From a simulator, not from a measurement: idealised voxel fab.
Name of the process module below: voxel capacitor over wiring
In the cross-section labelled cut, the width is 300 nm and each square cell is 5 nm.
Cross-sections here: square-cell grids, written as top-down lists of bands, a band being one or more rows of cells. Band: top and bottom heights (nm) first, top before bottom; then materials from left to right, widths in nm. "edge to edge" marks a sole material filling the band edge to edge. "blank" denotes empty space. Height reference: 0 = level under which incoming wafer is all one material. Lowest band: no bottom, runs on downward, e.g. "0..down". So if you see something like "30..40" for the width, read it as the top row of the band sitting at the first number and the bottom row at the second, with every row in between moving by the same amount as the last. Reading "nothing was modified" for a step: not a cell of the cross-section changed in it. Voids not open to the top, 8 cells minimum: see "Closed-off voids". Written width x height at distance; distance is from the left edge; nm. On each step's line, the part that comes after the settings is the simulator's own comment on the step. "overlay nm" on a masked step: distance the mask lay right of its planned place, negative for left.

## Listed below are the process steps as planned
1 op RECEIVE | material Si
2 op CONFORMAL_DEP | material SiO2 | thk nm 10
3 op CONFORMAL_DEP | material SiN | thk nm 5
4 op DIRECTIONAL_DEP | material SiO2 | thk nm 20
5 op DIRECTIONAL_DEP | material aC | thk nm 10
6 op PATTERN | tone open | mask id METAL_1 | material resist | width nm 20 | pitch nm 75 | thk nm 30 | overlay nm 0
7 op DIRECTIONAL_ETCH | etch materials aC | depth nm 10
8 op STRIP | etch materials resist
9 op DIRECTIONAL_ETCH | etch materials SiO2 | depth nm 20
10 op DIRECTIONAL_ETCH | etch materials SiN | depth nm 5
11 op STRIP | etch materials aC
12 op CONFORMAL_DEP | material TiN | thk nm 5
13 op FILL_DEP | material Cu | thk nm 10
14 op CMP | height nm 35
15 op CONFORMAL_DEP | material SiCN | thk nm 5
16 op DIRECTIONAL_DEP | material lowk | thk nm 10
17 op DIRECTIONAL_DEP | material aC | thk nm 10
18 op PATTERN | tone open | mask id PLUG_1 | material resist | width nm 15 | thk nm 30 | overlay nm 0
19 op DIRECTIONAL_ETCH | etch materials aC | depth nm 10
20 op STRIP | etch materials resist
21 op DIRECTIONAL_ETCH | etch materials lowk | depth nm 10
22 op DIRECTIONAL_ETCH | etch materials SiCN | depth nm 5
23 op STRIP | etch materials aC
24 op CONFORMAL_DEP | material TiN | thk nm 5
25 op FILL_DEP | material W | thk nm 10
26 op CMP | height nm 50
27 op DIRECTIONAL_DEP | material TiN | thk nm 10
28 op DIRECTIONAL_DEP | material Al2O3 | thk nm 5
29 op DIRECTIONAL_DEP | material TiN | thk nm 10
30 op MASKED_ETCH | tone cover | mask id UPPER_PLATE | width nm 60 | etch materials TiN | depth nm 10 | overlay nm 0
31 op MASKED_ETCH | tone cover | mask id UPPER_PLATE | width nm 60 | etch materials Al2O3 | depth nm 5 | overlay nm 0
32 op MASKED_ETCH | tone cover | mask id LOWER_PLATE | width nm 70 | etch materials TiN | depth nm 10 | overlay nm 0
33 op FILL_DEP | material SiO2 | thk nm 15
34 op CMP | height nm 85
35 op MASKED_ETCH | tone open | mask id PLUG_2 | width nm 15 | etch materials SiO2 | depth nm 10 | overlay nm 0
36 op CONFORMAL_DEP | material TiN | thk nm 5
37 op FILL_DEP | material Cu | thk nm 10
38 op CMP | height nm 85
39 op CONFORMAL_DEP | material SiN | thk nm 5

## As-received state of the wafer in cross-section, equivalent to post-step 1
- 0..down = Si edge to edge
- Closed-off voids: none

## Cross-sectional result after module completion. Note: starting condition and plan are unchanged from above; one processing mistake was made
- 90..85 = SiN edge to edge
- 85..80 = 115 SiO2 | 15 TiN | 170 SiO2
- 80..70 = 105 SiO2 | 60 TiN | 135 SiO2
- 70..65 = 100 SiO2 | 70 TiN | 130 SiO2
- 65..60 = Al2O3 edge to edge
- 60..50 = TiN edge to edge
- 50..40 = 105 lowk | 5 TiN | 5 W | 5 TiN | 180 lowk
- 40..35 = 105 SiCN | 15 TiN | 180 SiCN
- 35..15 = 100 SiO2 | 5 TiN | 10 Cu | 5 TiN | 55 SiO2 | 5 TiN | 10 Cu | 5 TiN | 105 SiO2
- 15..10 = 100 SiN | 20 TiN | 55 SiN | 20 TiN | 105 SiN
- 10..0 = SiO2 edge to edge
- 0..down = Si edge to edge
- Closed-off voids: none
Short version of what went wrong: step 29 ran as: op DIRECTIONAL_DEP | material TiN | thk nm 15
